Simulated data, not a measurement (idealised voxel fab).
Title: Process Module voxel lift off
For reference, the cross-section in this document is cut, with width 155 nm and square cells of 5 nm.
This document writes a cross-section as a grid whose cells are square, and gives it as bands, listed from the top down; one or more rows of cells form a band.
Quick guide to a band line: top height, bottom height (nm) up front; then every material left to right with its width in nm. Only one material and it's marked "edge to edge"? Then it fills the band edge to edge. And "empty" just means empty space.
Height datum 0, below which the as-received substrate wafer is one material. Lowest band open at the bottom, running downward: "0 down".
So if you see something like "30..40" for the width, read it as the top row of the band sitting at the first number and the bottom row at the second, with every row in between moving by the same amount as the last.
"all unchanged" for a step: no cell of the cross-section changed in that step.
Look at "Trapped void list" for the closed voids: empty spaces with no open path to the top, sized 8 cells or up. Each is width x height at distance, distance from the left edge, all nm.
Read whatever lies past the settings on a step's line as the simulator's own remark about the step.
On any step carrying a mask, the "overlay nm" setting, if present on the step's line, tells how far right of its planned place the mask lay; negative values point to the left.
Here's what the planned process steps look like
1) RECEIVE with material Si
2) CONFORMAL_DEP with material SiN, thk nm 10
3) PATTERN with tone open, mask id LINES, material resist, width nm 15, pitch nm 35, thk nm 25, overlay nm 0
4) DIRECTIONAL_DEP with material Ru, thk nm 15
5) STRIP with etch materials resist
6) CONFORMAL_DEP with material SiCN, thk nm 10
Cross-sectional view of the wafer in its as-received condition, corresponding to the state after step 1
* 0 down = Si edge to edge
* Trapped void list: none
First of two wafers, end-of-module section, run followed plan
* 35 to 25 = empty 5 nm, SiCN 140 nm, empty 10 nm
* 25 to 20 = empty 5 nm, SiCN 10 nm, Ru 15 nm, SiCN 20 nm, Ru 15 nm, SiCN 20 nm, Ru 15 nm, SiCN 20 nm, Ru 15 nm, SiCN 10 nm, empty 10 nm
* 20 to 10 = SiCN 15 nm, Ru 15 nm, SiCN 20 nm, Ru 15 nm, SiCN 20 nm, Ru 15 nm, SiCN 20 nm, Ru 15 nm, SiCN 20 nm
* 10 to 0 = SiN edge to edge
* 0 down = Si edge to edge
* Trapped void list: none
Here is the second of the two wafers cut open at the end of the module - same start, same plan as the first one, but we made one mistake running it
* 25 to 20 = empty 5 nm, SiCN 140 nm, empty 10 nm
* 20 to 15 = SiCN edge to edge
* 15 to 10 = SiCN 15 nm, Ru 15 nm, SiCN 20 nm, Ru 15 nm, SiCN 20 nm, Ru 15 nm, SiCN 20 nm, Ru 15 nm, SiCN 20 nm
* 10 to 0 = SiN edge to edge
* 0 down = Si edge to edge
* Trapped void list: none
It is concluded that the wafer was processed incorrectly with respect to the plan, in that rather than as planned, step 4 actually ran as DIRECTIONAL_DEP with material Ru, thk nm 5
Wrapping up, a cell-based count of both wafers puts the second over or under the first for these materials: Ru: 24 fewer; SiCN: 32 fewer
